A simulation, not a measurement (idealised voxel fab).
voxel released beams: a process module
Section cut is 150 nm wide and gridded with 5 nm square cells.
Cross-section = grid of square cells, listed top down in bands; band = one or more rows. Within each band entry, the heights of the top and of the bottom of the band appear first, in that order and in nm; the materials of the band then follow from left to right, each with its corresponding width in nm. The designation "throughout" on a single material indicates that it fills the band from edge to edge; the designation "empty" indicates empty space. Heads up on the height convention: 0 is the point under which the incoming wafer is all one material, and the lowest band has no bottom, it just keeps going down, like "from 0 down". The two numbers in a width such as "30..40" mark its ends across the band: the first belongs to the top row of cells, the second to the bottom row, and from each row to the next the width moves by the same amount. It should be understood that the words "stayed the same", when stated for a given step, signify that the cross-section underwent no change in any of its cells during that step. "Closed void list": sealed empty spaces, 8 cells or more, no open way to top, listed width x height at distance, with distance from the left edge and width, height and distance in nm. Text after the settings on a step's line: the simulator's own remark on that step. overlay nm: mask right of planned place by this much (step with mask). Neg. = left.

PROCESS STEPS (PLANNED)
| 1 | RECEIVE with material Si |
| 2 | CONFORMAL_DEP with material Al2O3, thk nm 5 |
| 3 | DIRECTIONAL_DEP with material SiO2, thk nm 20 |
| 4 | DIRECTIONAL_DEP with material aC, thk nm 10 |
| 5 | PATTERN with tone open, mask id ANCHOR, material resist, width nm 40, thk nm 30, overlay nm 0 |
| 6 | DIRECTIONAL_ETCH with etch materials aC, depth nm 10 |
| 7 | STRIP with etch materials resist |
| 8 | DIRECTIONAL_ETCH with etch materials SiO2, depth nm 20 |
| 9 | STRIP with etch materials aC |
| 10 | CONFORMAL_DEP with material polySi, thk nm 15 |
| 11 | PATTERN with tone cover, mask id BEAM, material resist, width nm 115, thk nm 15, overlay nm 0 |
| 12 | DIRECTIONAL_ETCH with etch materials polySi, depth nm 15 |
| 13 | STRIP with etch materials resist |
| 14 | STRIP with etch materials SiO2 |

SO THIS IS THE INCOMING WAFER IN CROSS-SECTION - IT'S ALREADY BEEN THROUGH STEP 1
> from 0 down  Si throughout
> Closed void list: none

STARTING STRUCTURE AND PROCESS PLAN ARE AS SHOWN ABOVE, BUT ONE MISTAKE WAS MADE IN RUNNING THE MODULE; THE WAFER CROSS-SECTION AT THE END OF THE MODULE FOLLOWS
> from 25 to 5  SiO2=20; empty=40; SiO2=90
> from 5 to 0  Al2O3 throughout
> from 0 down  Si throughout
> Closed void list: none
In executing the process, a mistake was made relative to the plan: step 14 ran with different settings than intended, the actual operation and settings being STRIP with etch materials polySi
